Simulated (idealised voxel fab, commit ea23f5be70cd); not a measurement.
process module | voxel double patterning
cross-section cut | 240 nm wide | cells 5 nm
A cross-section is a grid of square cells, given in bands from the top down. A band is one or more rows of cells.
Each band's line starts with the height of the band's top and of its bottom, in nm. Then come its materials from left to right, each with its width in nm. One material with "throughout" fills the band from edge to edge. "air" is empty space.
Height 0 is the level under which the wafer as received is all one material. The lowest band goes on downwards, as in "0 down".
A width such as "30 to 40" changes by the same amount from each row of cells to the next, from the band's top row to its bottom row.
"no change" after a step means that no cell of the cross-section changed.
closed voids: empty space of 8 cells or more with no open way to the top, each as width x height at its distance from the left edge, in nm
after a step's settings: what the simulator itself notes on the step
overlay nm, on a step with a mask: how far to the right of its planned place the mask lay; to the left if negative
plan
1 op RECEIVE | material Si
2 op CONFORMAL_DEP | material SiO2 | thk nm 10
3 op DIRECTIONAL_DEP | material polySi | thk nm 15
4 op DIRECTIONAL_DEP | material SiN | thk nm 10
5 op MASKED_ETCH | tone open | mask id FIRST | width nm 15 | pitch nm 50 | etch materials SiN | depth nm 10 | overlay nm 0
6 op MASKED_ETCH | tone open | mask id SECOND | width nm 15 | pitch nm 50 | etch materials SiN | depth nm 10 | overlay nm 0
7 op DIRECTIONAL_ETCH | etch materials polySi | depth nm 15
8 op STRIP | etch materials SiN
as received, after step 1
  0 down: Si throughout
  closed voids: none
a wafer at the end: this start, this plan, one mistake
  35 to 25: SiO2 throughout
  25 to 10: polySi throughout
  10 to 0: SiO2 throughout
  0 down: Si throughout
  closed voids: none
what went wrong: step 4 ran as: op DIRECTIONAL_DEP | material SiO2 | thk nm 10
